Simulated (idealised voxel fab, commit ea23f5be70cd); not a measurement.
process module | voxel wiring stack
cross-section cut | 260 nm wide | cells 5 nm
A cross-section is a grid of square cells, given in bands from the top down. A band is one or more rows of cells.
Each band's line starts with the height of the band's top and of its bottom, in nm. Then come its materials from left to right, each with its width in nm. One material with "throughout" fills the band from edge to edge. "air" is empty space.
Height 0 is the level under which the wafer as received is all one material. The lowest band goes on downwards, as in "0 down".
A width such as "30 to 40" changes by the same amount from each row of cells to the next, from the band's top row to its bottom row.
"no change" after a step means that no cell of the cross-section changed.
closed voids: empty space of 8 cells or more with no open way to the top, each as width x height at its distance from the left edge, in nm
after a step's settings: what the simulator itself notes on the step
overlay nm, on a step with a mask: how far to the right of its planned place the mask lay; to the left if negative
Each pair below shows a cross-section before one step and the cross-section after it, down to the lowest band that changed. The line under each pair gives the step between them, with its settings. The pairs can come from different runs of this module on the same starting wafer, so a pair continues from the pair above only where its "before" says so.
before
  150 to 115: resist 70 | air 30 | resist 15 | air 30 | resist 15 | air 30 | resist 70
  115 to 100: aC throughout
  100 to 75: SiO2 throughout
  75 to 70: SiN throughout
  70 to 50: lowk 70 | Ru 15 | lowk 75 | Ru 15 | lowk 85
  50 to 45: SiCN 70 | Ru 15 | SiCN 75 | Ru 15 | SiCN 85
  45 to 20: SiO2 60 | SiCN 5 | Ru 30 | SiCN 5 | SiO2 5 | SiCN 5 | Ru 30 | SiCN 5 | SiO2 5 | SiCN 5 | Ru 30 | SiCN 5 | SiO2 70
  20 to 15: SiCN 65 | TiN 30 | SiCN 15 | TiN 30 | SiCN 15 | TiN 30 | SiCN 75
  15 to 0: SiO2 throughout
  0 down: Si throughout
  closed voids: none
after
  135 to 115: resist 70 | air 30 | resist 15 | air 30 | resist 15 | air 30 | resist 70
  115 to 100: aC 70 | air 30 | aC 15 | air 30 | aC 15 | air 30 | aC 70
  below 100: unchanged
  closed voids: none
the step between: op DIRECTIONAL_ETCH | etch materials aC | depth nm 15
before: the cross-section after the pair above
after
  115 to 100: aC 70 | air 30 | aC 15 | air 30 | aC 15 | air 30 | aC 70
  below 100: unchanged
  closed voids: none
the step between: op STRIP | etch materials resist
before: the cross-section after the pair above
after
  115 to 100: aC 70 | air 30 | aC 15 | air 30 | aC 15 | air 30 | aC 70
  100 to 75: SiO2 70 | air 30 | SiO2 15 | air 30 | SiO2 15 | air 30 | SiO2 70
  below 75: unchanged
  closed voids: none
the step between: op DIRECTIONAL_ETCH | etch materials SiO2 | depth nm 25
before: the cross-section after the pair above
after
  115 to 100: aC 70 | air 30 | aC 15 | air 30 | aC 15 | air 30 | aC 70
  100 to 75: SiO2 70 | air 30 | SiO2 15 | air 30 | SiO2 15 | air 30 | SiO2 70
  75 to 70: SiN 70 | air 30 | SiN 15 | air 30 | SiN 15 | air 30 | SiN 70
  below 70: unchanged
  closed voids: none
the step between: op DIRECTIONAL_ETCH | etch materials SiN | depth nm 5
before: the cross-section after the pair above
after
  100 to 75: SiO2 70 | air 30 | SiO2 15 | air 30 | SiO2 15 | air 30 | SiO2 70
  below 75: unchanged
  closed voids: none
the step between: op STRIP | etch materials aC
before: the cross-section after the pair above
after
  105 to 100: TiN 75 | air 20 | TiN 25 | air 20 | TiN 25 | air 20 | TiN 75
  100 to 75: SiO2 70 | TiN 5 | air 20 | TiN 5 | SiO2 15 | TiN 5 | air 20 | TiN 5 | SiO2 15 | TiN 5 | air 20 | TiN 5 | SiO2 70
  75 to 70: SiN 70 | TiN 30 | SiN 15 | TiN 30 | SiN 15 | TiN 30 | SiN 70
  below 70: unchanged
  closed voids: none
the step between: op CONFORMAL_DEP | material TiN | thk nm 5
before: the cross-section after the pair above
after
  115 to 105: Ru throughout
  105 to 100: TiN 75 | Ru 20 | TiN 25 | Ru 20 | TiN 25 | Ru 20 | TiN 75
  100 to 75: SiO2 70 | TiN 5 | Ru 20 | TiN 5 | SiO2 15 | TiN 5 | Ru 20 | TiN 5 | SiO2 15 | TiN 5 | Ru 20 | TiN 5 | SiO2 70
  below 75: unchanged
  closed voids: none
the step between: op FILL_DEP | material Ru | thk nm 10
before: the cross-section after the pair above
after
  100 to 75: SiO2 70 | TiN 5 | Ru 20 | TiN 5 | SiO2 15 | TiN 5 | Ru 20 | TiN 5 | SiO2 15 | TiN 5 | Ru 20 | TiN 5 | SiO2 70
  below 75: unchanged
  closed voids: none
the step between: op CMP | height nm 100
before: the cross-section after the pair above
after
  105 to 100: air 65 | Ru 40 | air 5 | Ru 40 | air 5 | Ru 40 | air 65
  below 100: unchanged
  closed voids: none
the step between: op EPI | material Ru | thk nm 5
before: the cross-section after the pair above
after
  110 to 105: SiCN throughout
  105 to 100: SiCN 65 | Ru 40 | SiCN 5 | Ru 40 | SiCN 5 | Ru 40 | SiCN 65
  below 100: unchanged
  closed voids: none
the step between: op FILL_DEP | material SiCN | thk nm 5
before: the cross-section after the pair above
after
  135 to 110: lowk throughout
  below 110: unchanged
  closed voids: none
the step between: op DIRECTIONAL_DEP | material lowk | thk nm 25
before: the cross-section after the pair above
after
  155 to 135: resist 70 | air 30 | resist 15 | air 30 | resist 15 | air 30 | resist 70
  below 135: unchanged
  closed voids: none
the step between: op PATTERN | tone open | mask id METAL_3 | material resist | width nm 30 | pitch nm 45 | thk nm 20 | overlay nm 0
before: the cross-section after the pair above
after
  155 to 135: resist 70 | air 30 | resist 15 | air 30 | resist 15 | air 30 | resist 70
  135 to 120: lowk 70 | air 30 | lowk 15 | air 30 | lowk 15 | air 30 | lowk 70
  below 120: unchanged
  closed voids: none
the step between: op DIRECTIONAL_ETCH | etch materials lowk | depth nm 15
before: the cross-section after the pair above
after
  135 to 120: lowk 70 | air 30 | lowk 15 | air 30 | lowk 15 | air 30 | lowk 70
  below 120: unchanged
  closed voids: none
the step between: op STRIP | etch materials resist
before: the cross-section after the pair above
after
  150 to 135: aC 70 | air 30 | aC 15 | air 30 | aC 15 | air 30 | aC 70
  135 to 120: lowk 70 | aC 30 | lowk 15 | aC 30 | lowk 15 | aC 30 | lowk 70
  below 120: unchanged
  closed voids: none
the step between: op DIRECTIONAL_DEP | material aC | thk nm 15
before: the cross-section after the pair above
after
  180 to 150: resist 70 | air 15 | resist 30 | air 15 | resist 30 | air 15 | resist 85
  150 to 135: aC 70 | air 15 | resist 15 | aC 15 | air 15 | resist 15 | aC 15 | air 15 | resist 15 | aC 70
  below 135: unchanged
  closed voids: none
the step between: op PATTERN | tone open | mask id METAL_3_HOLES | material resist | width nm 15 | pitch nm 45 | thk nm 30 | overlay nm 0
before: the cross-section after the pair above
after
  165 to 150: resist 70 | air 15 | resist 30 | air 15 | resist 30 | air 15 | resist 85
  150 to 135: aC 70 | air 15 | resist 15 | aC 15 | air 15 | resist 15 | aC 15 | air 15 | resist 15 | aC 70
  135 to 120: lowk 70 | air 15 | aC 15 | lowk 15 | air 15 | aC 15 | lowk 15 | air 15 | aC 15 | lowk 70
  below 120: unchanged
  closed voids: none
the step between: op DIRECTIONAL_ETCH | etch materials aC | depth nm 15
before: the cross-section after the pair above
after
  150 to 135: aC 70 | air 30 | aC 15 | air 30 | aC 15 | air 30 | aC 70
  below 135: unchanged
  closed voids: none
the step between: op STRIP | etch materials resist
before: the cross-section after the pair above
after
  150 to 135: aC 70 | air 30 | aC 15 | air 30 | aC 15 | air 30 | aC 70
  135 to 120: lowk 70 | air 15 | aC 15 | lowk 15 | air 15 | aC 15 | lowk 15 | air 15 | aC 15 | lowk 70
  120 to 110: lowk 70 | air 15 | lowk 30 | air 15 | lowk 30 | air 15 | lowk 85
  below 110: unchanged
  closed voids: none
the step between: op DIRECTIONAL_ETCH | etch materials lowk | depth nm 10
before: the cross-section after the pair above
after
  150 to 135: aC 70 | air 30 | aC 15 | air 30 | aC 15 | air 30 | aC 70
  135 to 120: lowk 70 | air 15 | aC 15 | lowk 15 | air 15 | aC 15 | lowk 15 | air 15 | aC 15 | lowk 70
  120 to 110: lowk 70 | air 15 | lowk 30 | air 15 | lowk 30 | air 15 | lowk 85
  110 to 105: SiCN 70 | air 15 | SiCN 30 | air 15 | SiCN 30 | air 15 | SiCN 85
  below 105: unchanged
  closed voids: none
the step between: op DIRECTIONAL_ETCH | etch materials SiCN | depth nm 5
before: the cross-section after the pair above
after
  135 to 120: lowk 70 | air 30 | lowk 15 | air 30 | lowk 15 | air 30 | lowk 70
  below 120: unchanged
  closed voids: none
the step between: op STRIP | etch materials aC
before: the cross-section after the pair above
after
  140 to 135: TiN 75 | air 20 | TiN 25 | air 20 | TiN 25 | air 20 | TiN 75
  135 to 125: lowk 70 | TiN 5 | air 20 | TiN 5 | lowk 15 | TiN 5 | air 20 | TiN 5 | lowk 15 | TiN 5 | air 20 | TiN 5 | lowk 70
  125 to 120: lowk 70 | TiN 5 | air 5 | TiN 20 | lowk 15 | TiN 5 | air 5 | TiN 20 | lowk 15 | TiN 5 | air 5 | TiN 20 | lowk 70
  120 to 110: lowk 70 | TiN 5 | air 5 | TiN 5 | lowk 30 | TiN 5 | air 5 | TiN 5 | lowk 30 | TiN 5 | air 5 | TiN 5 | lowk 85
  110 to 105: SiCN 70 | TiN 15 | SiCN 30 | TiN 15 | SiCN 30 | TiN 15 | SiCN 85
  below 105: unchanged
  closed voids: none
the step between: op CONFORMAL_DEP | material TiN | thk nm 5
before: the cross-section after the pair above
after
  145 to 140: Cu throughout
  140 to 135: TiN 75 | Cu 20 | TiN 25 | Cu 20 | TiN 25 | Cu 20 | TiN 75
  135 to 125: lowk 70 | TiN 5 | Cu 20 | TiN 5 | lowk 15 | TiN 5 | Cu 20 | TiN 5 | lowk 15 | TiN 5 | Cu 20 | TiN 5 | lowk 70
  125 to 120: lowk 70 | TiN 5 | Cu 5 | TiN 20 | lowk 15 | TiN 5 | Cu 5 | TiN 20 | lowk 15 | TiN 5 | Cu 5 | TiN 20 | lowk 70
  120 to 110: lowk 70 | TiN 5 | Cu 5 | TiN 5 | lowk 30 | TiN 5 | Cu 5 | TiN 5 | lowk 30 | TiN 5 | Cu 5 | TiN 5 | lowk 85
  below 110: unchanged
  closed voids: none
the step between: op FILL_DEP | material Cu | thk nm 5
before: the cross-section after the pair above
after
  135 to 125: lowk 70 | TiN 5 | Cu 20 | TiN 5 | lowk 15 | TiN 5 | Cu 20 | TiN 5 | lowk 15 | TiN 5 | Cu 20 | TiN 5 | lowk 70
  below 125: unchanged
  closed voids: none
the step between: op CMP | height nm 135
before: the cross-section after the pair above
after
  140 to 135: SiN throughout
  below 135: unchanged
  closed voids: none
the step between: op CONFORMAL_DEP | material SiN | thk nm 5
before
  100 to 75: SiO2 70 | air 30 | SiO2 15 | air 30 | SiO2 15 | air 30 | SiO2 70
  75 to 70: SiN 70 | air 30 | SiN 15 | air 30 | SiN 15 | air 30 | SiN 70
  70 to 50: lowk 70 | Ru 15 | lowk 75 | Ru 15 | lowk 85
  50 to 45: SiCN 70 | Ru 15 | SiCN 75 | Ru 15 | SiCN 85
  45 to 20: SiO2 65 | SiCN 5 | Ru 30 | SiCN 5 | SiO2 5 | SiCN 5 | Ru 30 | SiCN 5 | SiO2 5 | SiCN 5 | Ru 30 | SiCN 5 | SiO2 65
  20 to 15: SiCN 70 | TiN 30 | SiCN 15 | TiN 30 | SiCN 15 | TiN 30 | SiCN 70
  15 to 0: SiO2 throughout
  0 down: Si throughout
  closed voids: none
after
  105 to 100: SiN 75 | air 20 | SiN 25 | air 20 | SiN 25 | air 20 | SiN 75
  100 to 75: SiO2 70 | SiN 5 | air 20 | SiN 5 | SiO2 15 | SiN 5 | air 20 | SiN 5 | SiO2 15 | SiN 5 | air 20 | SiN 5 | SiO2 70
  75 to 70: SiN throughout
  below 70: unchanged
  closed voids: none
the step between: op CONFORMAL_DEP | material SiN | thk nm 5
before: the cross-section after the pair above
after
  115 to 105: Ru throughout
  105 to 100: SiN 75 | Ru 20 | SiN 25 | Ru 20 | SiN 25 | Ru 20 | SiN 75
  100 to 75: SiO2 70 | SiN 5 | Ru 20 | SiN 5 | SiO2 15 | SiN 5 | Ru 20 | SiN 5 | SiO2 15 | SiN 5 | Ru 20 | SiN 5 | SiO2 70
  below 75: unchanged
  closed voids: none
the step between: op FILL_DEP | material Ru | thk nm 10
before: the cross-section after the pair above
after
  100 to 75: SiO2 70 | SiN 5 | Ru 20 | SiN 5 | SiO2 15 | SiN 5 | Ru 20 | SiN 5 | SiO2 15 | SiN 5 | Ru 20 | SiN 5 | SiO2 70
  below 75: unchanged
  closed voids: none
the step between: op CMP | height nm 100
before: the cross-section after the pair above
after
  105 to 100: air 70 | Ru 30 | air 15 | Ru 30 | air 15 | Ru 30 | air 70
  below 100: unchanged
  closed voids: none
the step between: op EPI | material Ru | thk nm 5
before: the cross-section after the pair above
after
  110 to 105: SiCN throughout
  105 to 100: SiCN 70 | Ru 30 | SiCN 15 | Ru 30 | SiCN 15 | Ru 30 | SiCN 70
  below 100: unchanged
  closed voids: none
the step between: op FILL_DEP | material SiCN | thk nm 5
before: the cross-section after the pair above
after
  135 to 110: lowk throughout
  below 110: unchanged
  closed voids: none
the step between: op DIRECTIONAL_DEP | material lowk | thk nm 25
before: the cross-section after the pair above
after
  155 to 135: resist 70 | air 30 | resist 15 | air 30 | resist 15 | air 30 | resist 70
  below 135: unchanged
  closed voids: none
the step between: op PATTERN | tone open | mask id METAL_3 | material resist | width nm 30 | pitch nm 45 | thk nm 20 | overlay nm 0
before: the cross-section after the pair above
after
  155 to 135: resist 70 | air 30 | resist 15 | air 30 | resist 15 | air 30 | resist 70
  135 to 120: lowk 70 | air 30 | lowk 15 | air 30 | lowk 15 | air 30 | lowk 70
  below 120: unchanged
  closed voids: none
the step between: op DIRECTIONAL_ETCH | etch materials lowk | depth nm 15
before: the cross-section after the pair above
after
  135 to 120: lowk 70 | air 30 | lowk 15 | air 30 | lowk 15 | air 30 | lowk 70
  below 120: unchanged
  closed voids: none
the step between: op STRIP | etch materials resist
before: the cross-section after the pair above
after
  150 to 135: aC 70 | air 30 | aC 15 | air 30 | aC 15 | air 30 | aC 70
  135 to 120: lowk 70 | aC 30 | lowk 15 | aC 30 | lowk 15 | aC 30 | lowk 70
  below 120: unchanged
  closed voids: none
the step between: op DIRECTIONAL_DEP | material aC | thk nm 15
before: the cross-section after the pair above
after
  180 to 150: resist 70 | air 15 | resist 30 | air 15 | resist 30 | air 15 | resist 85
  150 to 135: aC 70 | air 15 | resist 15 | aC 15 | air 15 | resist 15 | aC 15 | air 15 | resist 15 | aC 70
  below 135: unchanged
  closed voids: none
the step between: op PATTERN | tone open | mask id METAL_3_HOLES | material resist | width nm 15 | pitch nm 45 | thk nm 30 | overlay nm 0
before: the cross-section after the pair above
after
  165 to 150: resist 70 | air 15 | resist 30 | air 15 | resist 30 | air 15 | resist 85
  150 to 135: aC 70 | air 15 | resist 15 | aC 15 | air 15 | resist 15 | aC 15 | air 15 | resist 15 | aC 70
  135 to 120: lowk 70 | air 15 | aC 15 | lowk 15 | air 15 | aC 15 | lowk 15 | air 15 | aC 15 | lowk 70
  below 120: unchanged
  closed voids: none
the step between: op DIRECTIONAL_ETCH | etch materials aC | depth nm 15
before: the cross-section after the pair above
after
  150 to 135: aC 70 | air 30 | aC 15 | air 30 | aC 15 | air 30 | aC 70
  below 135: unchanged
  closed voids: none
the step between: op STRIP | etch materials resist
before: the cross-section after the pair above
after
  150 to 135: aC 70 | air 30 | aC 15 | air 30 | aC 15 | air 30 | aC 70
  135 to 120: lowk 70 | air 15 | aC 15 | lowk 15 | air 15 | aC 15 | lowk 15 | air 15 | aC 15 | lowk 70
  120 to 110: lowk 70 | air 15 | lowk 30 | air 15 | lowk 30 | air 15 | lowk 85
  below 110: unchanged
  closed voids: none
the step between: op DIRECTIONAL_ETCH | etch materials lowk | depth nm 10
before: the cross-section after the pair above
after
  150 to 135: aC 70 | air 30 | aC 15 | air 30 | aC 15 | air 30 | aC 70
  135 to 120: lowk 70 | air 15 | aC 15 | lowk 15 | air 15 | aC 15 | lowk 15 | air 15 | aC 15 | lowk 70
  120 to 110: lowk 70 | air 15 | lowk 30 | air 15 | lowk 30 | air 15 | lowk 85
  110 to 105: SiCN 70 | air 15 | SiCN 30 | air 15 | SiCN 30 | air 15 | SiCN 85
  below 105: unchanged
  closed voids: none
the step between: op DIRECTIONAL_ETCH | etch materials SiCN | depth nm 5
before: the cross-section after the pair above
after
  135 to 120: lowk 70 | air 30 | lowk 15 | air 30 | lowk 15 | air 30 | lowk 70
  below 120: unchanged
  closed voids: none
the step between: op STRIP | etch materials aC
before: the cross-section after the pair above
after
  140 to 135: TiN 75 | air 20 | TiN 25 | air 20 | TiN 25 | air 20 | TiN 75
  135 to 125: lowk 70 | TiN 5 | air 20 | TiN 5 | lowk 15 | TiN 5 | air 20 | TiN 5 | lowk 15 | TiN 5 | air 20 | TiN 5 | lowk 70
  125 to 120: lowk 70 | TiN 5 | air 5 | TiN 20 | lowk 15 | TiN 5 | air 5 | TiN 20 | lowk 15 | TiN 5 | air 5 | TiN 20 | lowk 70
  120 to 110: lowk 70 | TiN 5 | air 5 | TiN 5 | lowk 30 | TiN 5 | air 5 | TiN 5 | lowk 30 | TiN 5 | air 5 | TiN 5 | lowk 85
  110 to 105: SiCN 70 | TiN 15 | SiCN 30 | TiN 15 | SiCN 30 | TiN 15 | SiCN 85
  below 105: unchanged
  closed voids: none
the step between: op CONFORMAL_DEP | material TiN | thk nm 5
before: the cross-section after the pair above
after
  145 to 140: Cu throughout
  140 to 135: TiN 75 | Cu 20 | TiN 25 | Cu 20 | TiN 25 | Cu 20 | TiN 75
  135 to 125: lowk 70 | TiN 5 | Cu 20 | TiN 5 | lowk 15 | TiN 5 | Cu 20 | TiN 5 | lowk 15 | TiN 5 | Cu 20 | TiN 5 | lowk 70
  125 to 120: lowk 70 | TiN 5 | Cu 5 | TiN 20 | lowk 15 | TiN 5 | Cu 5 | TiN 20 | lowk 15 | TiN 5 | Cu 5 | TiN 20 | lowk 70
  120 to 110: lowk 70 | TiN 5 | Cu 5 | TiN 5 | lowk 30 | TiN 5 | Cu 5 | TiN 5 | lowk 30 | TiN 5 | Cu 5 | TiN 5 | lowk 85
  below 110: unchanged
  closed voids: none
the step between: op FILL_DEP | material Cu | thk nm 5
before: the cross-section after the pair above
after
  135 to 125: lowk 70 | TiN 5 | Cu 20 | TiN 5 | lowk 15 | TiN 5 | Cu 20 | TiN 5 | lowk 15 | TiN 5 | Cu 20 | TiN 5 | lowk 70
  below 125: unchanged
  closed voids: none
the step between: op CMP | height nm 135
before: the cross-section after the pair above
after
  140 to 135: SiN throughout
  below 135: unchanged
  closed voids: none
the step between: op CONFORMAL_DEP | material SiN | thk nm 5
before
  70 to 50: lowk throughout
  50 to 45: SiCN throughout
  45 to 20: SiO2 65 | SiCN 5 | Ru 30 | SiCN 5 | SiO2 5 | SiCN 5 | Ru 30 | SiCN 5 | SiO2 5 | SiCN 5 | Ru 30 | SiCN 5 | SiO2 65
  20 to 15: SiCN 70 | TiN 30 | SiCN 15 | TiN 30 | SiCN 15 | TiN 30 | SiCN 70
  15 to 0: SiO2 throughout
  0 down: Si throughout
  closed voids: none
after
  70 to 50: air 70 | lowk 15 | air 75 | lowk 15 | air 85
  below 50: unchanged
  closed voids: none
the step between: op MASKED_ETCH | tone cover | mask id PLUG_1 | width nm 15 | pitch nm 90 | etch materials lowk | depth nm 20 | overlay nm 0
before: the cross-section after the pair above
after
  75 to 70: air 65 | SiN 25 | air 65 | SiN 25 | air 80
  70 to 55: air 65 | SiN 5 | lowk 15 | SiN 5 | air 65 | SiN 5 | lowk 15 | SiN 5 | air 80
  55 to 50: SiN 70 | lowk 15 | SiN 75 | lowk 15 | SiN 85
  below 50: unchanged
  closed voids: none
the step between: op CONFORMAL_DEP | material SiN | thk nm 5
before: the cross-section after the pair above
after
  100 to 80: air 65 | SiO2 25 | air 65 | SiO2 25 | air 80
  80 to 75: SiO2 throughout
  75 to 70: SiO2 65 | SiN 25 | SiO2 65 | SiN 25 | SiO2 80
  70 to 55: SiO2 65 | SiN 5 | lowk 15 | SiN 5 | SiO2 65 | SiN 5 | lowk 15 | SiN 5 | SiO2 80
  below 55: unchanged
  closed voids: none
the step between: op DIRECTIONAL_DEP | material SiO2 | thk nm 25
before: the cross-section after the pair above
after
  115 to 100: air 65 | aC 25 | air 65 | aC 25 | air 80
  100 to 95: air 65 | SiO2 25 | air 65 | SiO2 25 | air 80
  95 to 80: aC 65 | SiO2 25 | aC 65 | SiO2 25 | aC 80
  below 80: unchanged
  closed voids: none
the step between: op DIRECTIONAL_DEP | material aC | thk nm 15
before: the cross-section after the pair above
after
  150 to 115: resist 70 | air 30 | resist 15 | air 30 | resist 15 | air 30 | resist 70
  115 to 100: resist 65 | aC 25 | air 10 | resist 15 | air 30 | resist 10 | aC 25 | air 10 | resist 70
  100 to 95: resist 65 | SiO2 25 | air 10 | resist 15 | air 30 | resist 10 | SiO2 25 | air 10 | resist 70
  below 95: unchanged
  closed voids: none
the step between: op PATTERN | tone open | mask id METAL_2 | material resist | width nm 30 | pitch nm 45 | thk nm 35 | overlay nm 0
before: the cross-section after the pair above
after
  135 to 115: resist 70 | air 30 | resist 15 | air 30 | resist 15 | air 30 | resist 70
  115 to 100: resist 65 | aC 5 | air 30 | resist 15 | air 30 | resist 10 | aC 5 | air 30 | resist 70
  100 to 95: resist 65 | SiO2 25 | air 10 | resist 15 | air 30 | resist 10 | SiO2 25 | air 10 | resist 70
  95 to 80: aC 65 | SiO2 25 | air 10 | aC 15 | air 30 | aC 10 | SiO2 25 | air 10 | aC 70
  below 80: unchanged
  closed voids: none
the step between: op DIRECTIONAL_ETCH | etch materials aC | depth nm 15
before: the cross-section after the pair above
after
  115 to 100: air 65 | aC 5 | air 85 | aC 5 | air 100
  100 to 95: air 65 | SiO2 25 | air 65 | SiO2 25 | air 80
  below 95: unchanged
  closed voids: none
the step between: op STRIP | etch materials resist
before: the cross-section after the pair above
after
  115 to 100: air 65 | aC 5 | air 85 | aC 5 | air 100
  100 to 95: air 65 | SiO2 5 | air 85 | SiO2 5 | air 100
  95 to 80: aC 65 | SiO2 5 | air 30 | aC 15 | air 30 | aC 10 | SiO2 5 | air 30 | aC 70
  80 to 75: SiO2 70 | air 30 | SiO2 15 | air 30 | SiO2 15 | air 30 | SiO2 70
  75 to 70: SiO2 65 | SiN 25 | air 10 | SiO2 15 | air 30 | SiO2 10 | SiN 25 | air 10 | SiO2 70
  70 to 55: SiO2 65 | SiN 5 | lowk 15 | SiN 5 | air 10 | SiO2 15 | air 30 | SiO2 10 | SiN 5 | lowk 15 | SiN 5 | air 10 | SiO2 70
  below 55: unchanged
  closed voids: none
the step between: op DIRECTIONAL_ETCH | etch materials SiO2 | depth nm 25
before: the cross-section after the pair above
after
  115 to 100: air 65 | aC 5 | air 85 | aC 5 | air 100
  100 to 95: air 65 | SiO2 5 | air 85 | SiO2 5 | air 100
  95 to 80: aC 65 | SiO2 5 | air 30 | aC 15 | air 30 | aC 10 | SiO2 5 | air 30 | aC 70
  80 to 75: SiO2 70 | air 30 | SiO2 15 | air 30 | SiO2 15 | air 30 | SiO2 70
  75 to 70: SiO2 65 | SiN 5 | air 30 | SiO2 15 | air 30 | SiO2 10 | SiN 5 | air 30 | SiO2 70
  70 to 55: SiO2 65 | SiN 5 | lowk 15 | SiN 5 | air 10 | SiO2 15 | air 30 | SiO2 10 | SiN 5 | lowk 15 | SiN 5 | air 10 | SiO2 70
  55 to 50: SiN 70 | lowk 15 | SiN 5 | air 10 | SiN 15 | air 30 | SiN 15 | lowk 15 | SiN 5 | air 10 | SiN 70
  below 50: unchanged
  closed voids: none
the step between: op DIRECTIONAL_ETCH | etch materials SiN | depth nm 5
before: the cross-section after the pair above
after
  100 to 80: air 65 | SiO2 5 | air 85 | SiO2 5 | air 100
  below 80: unchanged
  closed voids: none
the step between: op STRIP | etch materials aC
before: the cross-section after the pair above
after
  105 to 100: air 60 | TiN 15 | air 75 | TiN 15 | air 95
  100 to 85: air 60 | TiN 5 | SiO2 5 | TiN 5 | air 75 | TiN 5 | SiO2 5 | TiN 5 | air 95
  85 to 80: TiN 65 | SiO2 5 | TiN 5 | air 20 | TiN 25 | air 20 | TiN 15 | SiO2 5 | TiN 5 | air 20 | TiN 75
  80 to 75: SiO2 70 | TiN 5 | air 20 | TiN 5 | SiO2 15 | TiN 5 | air 20 | TiN 5 | SiO2 15 | TiN 5 | air 20 | TiN 5 | SiO2 70
  75 to 70: SiO2 65 | SiN 5 | TiN 30 | SiO2 15 | TiN 5 | air 20 | TiN 5 | SiO2 10 | SiN 5 | TiN 30 | SiO2 70
  70 to 55: SiO2 65 | SiN 5 | lowk 15 | SiN 5 | TiN 10 | SiO2 15 | TiN 5 | air 20 | TiN 5 | SiO2 10 | SiN 5 | lowk 15 | SiN 5 | TiN 10 | SiO2 70
  55 to 50: SiN 70 | lowk 15 | SiN 5 | TiN 10 | SiN 15 | TiN 30 | SiN 15 | lowk 15 | SiN 5 | TiN 10 | SiN 70
  below 50: unchanged
  closed voids: none
the step between: op CONFORMAL_DEP | material TiN | thk nm 5
before: the cross-section after the pair above
after
  115 to 105: Ru throughout
  105 to 100: Ru 60 | TiN 15 | Ru 75 | TiN 15 | Ru 95
  100 to 85: Ru 60 | TiN 5 | SiO2 5 | TiN 5 | Ru 75 | TiN 5 | SiO2 5 | TiN 5 | Ru 95
  85 to 80: TiN 65 | SiO2 5 | TiN 5 | Ru 20 | TiN 25 | Ru 20 | TiN 15 | SiO2 5 | TiN 5 | Ru 20 | TiN 75
  80 to 75: SiO2 70 | TiN 5 | Ru 20 | TiN 5 | SiO2 15 | TiN 5 | Ru 20 | TiN 5 | SiO2 15 | TiN 5 | Ru 20 | TiN 5 | SiO2 70
  75 to 70: SiO2 65 | SiN 5 | TiN 30 | SiO2 15 | TiN 5 | Ru 20 | TiN 5 | SiO2 10 | SiN 5 | TiN 30 | SiO2 70
  70 to 55: SiO2 65 | SiN 5 | lowk 15 | SiN 5 | TiN 10 | SiO2 15 | TiN 5 | Ru 20 | TiN 5 | SiO2 10 | SiN 5 | lowk 15 | SiN 5 | TiN 10 | SiO2 70
  below 55: unchanged
  closed voids: none
the step between: op FILL_DEP | material Ru | thk nm 10
before: the cross-section after the pair above
after
  100 to 85: Ru 60 | TiN 5 | SiO2 5 | TiN 5 | Ru 75 | TiN 5 | SiO2 5 | TiN 5 | Ru 95
  below 85: unchanged
  closed voids: none
the step between: op CMP | height nm 100
before: the cross-section after the pair above
after
  105 to 100: Ru throughout
  below 100: unchanged
  closed voids: none
the step between: op EPI | material Ru | thk nm 5
before: the cross-section after the pair above
after
  110 to 105: SiCN throughout
  below 105: unchanged
  closed voids: none
the step between: op FILL_DEP | material SiCN | thk nm 5
before: the cross-section after the pair above
after
  135 to 110: lowk throughout
  below 110: unchanged
  closed voids: none
the step between: op DIRECTIONAL_DEP | material lowk | thk nm 25
before: the cross-section after the pair above
after
  155 to 135: resist 70 | air 30 | resist 15 | air 30 | resist 15 | air 30 | resist 70
  below 135: unchanged
  closed voids: none
the step between: op PATTERN | tone open | mask id METAL_3 | material resist | width nm 30 | pitch nm 45 | thk nm 20 | overlay nm 0
before: the cross-section after the pair above
after
  155 to 135: resist 70 | air 30 | resist 15 | air 30 | resist 15 | air 30 | resist 70
  135 to 120: lowk 70 | air 30 | lowk 15 | air 30 | lowk 15 | air 30 | lowk 70
  below 120: unchanged
  closed voids: none
the step between: op DIRECTIONAL_ETCH | etch materials lowk | depth nm 15
before: the cross-section after the pair above
after
  135 to 120: lowk 70 | air 30 | lowk 15 | air 30 | lowk 15 | air 30 | lowk 70
  below 120: unchanged
  closed voids: none
the step between: op STRIP | etch materials resist
before: the cross-section after the pair above
after
  150 to 135: aC 70 | air 30 | aC 15 | air 30 | aC 15 | air 30 | aC 70
  135 to 120: lowk 70 | aC 30 | lowk 15 | aC 30 | lowk 15 | aC 30 | lowk 70
  below 120: unchanged
  closed voids: none
the step between: op DIRECTIONAL_DEP | material aC | thk nm 15
before: the cross-section after the pair above
after
  180 to 150: resist 70 | air 15 | resist 30 | air 15 | resist 30 | air 15 | resist 85
  150 to 135: aC 70 | air 15 | resist 15 | aC 15 | air 15 | resist 15 | aC 15 | air 15 | resist 15 | aC 70
  below 135: unchanged
  closed voids: none
the step between: op PATTERN | tone open | mask id METAL_3_HOLES | material resist | width nm 15 | pitch nm 45 | thk nm 30 | overlay nm 0
before: the cross-section after the pair above
after
  165 to 150: resist 70 | air 15 | resist 30 | air 15 | resist 30 | air 15 | resist 85
  150 to 135: aC 70 | air 15 | resist 15 | aC 15 | air 15 | resist 15 | aC 15 | air 15 | resist 15 | aC 70
  135 to 120: lowk 70 | air 15 | aC 15 | lowk 15 | air 15 | aC 15 | lowk 15 | air 15 | aC 15 | lowk 70
  below 120: unchanged
  closed voids: none
the step between: op DIRECTIONAL_ETCH | etch materials aC | depth nm 15
before: the cross-section after the pair above
after
  150 to 135: aC 70 | air 30 | aC 15 | air 30 | aC 15 | air 30 | aC 70
  below 135: unchanged
  closed voids: none
the step between: op STRIP | etch materials resist
before: the cross-section after the pair above
after
  150 to 135: aC 70 | air 30 | aC 15 | air 30 | aC 15 | air 30 | aC 70
  135 to 120: lowk 70 | air 15 | aC 15 | lowk 15 | air 15 | aC 15 | lowk 15 | air 15 | aC 15 | lowk 70
  120 to 110: lowk 70 | air 15 | lowk 30 | air 15 | lowk 30 | air 15 | lowk 85
  below 110: unchanged
  closed voids: none
the step between: op DIRECTIONAL_ETCH | etch materials lowk | depth nm 10
before: the cross-section after the pair above
after
  150 to 135: aC 70 | air 30 | aC 15 | air 30 | aC 15 | air 30 | aC 70
  135 to 120: lowk 70 | air 15 | aC 15 | lowk 15 | air 15 | aC 15 | lowk 15 | air 15 | aC 15 | lowk 70
  120 to 110: lowk 70 | air 15 | lowk 30 | air 15 | lowk 30 | air 15 | lowk 85
  110 to 105: SiCN 70 | air 15 | SiCN 30 | air 15 | SiCN 30 | air 15 | SiCN 85
  below 105: unchanged
  closed voids: none
the step between: op DIRECTIONAL_ETCH | etch materials SiCN | depth nm 5
before: the cross-section after the pair above
after
  135 to 120: lowk 70 | air 30 | lowk 15 | air 30 | lowk 15 | air 30 | lowk 70
  below 120: unchanged
  closed voids: none
the step between: op STRIP | etch materials aC
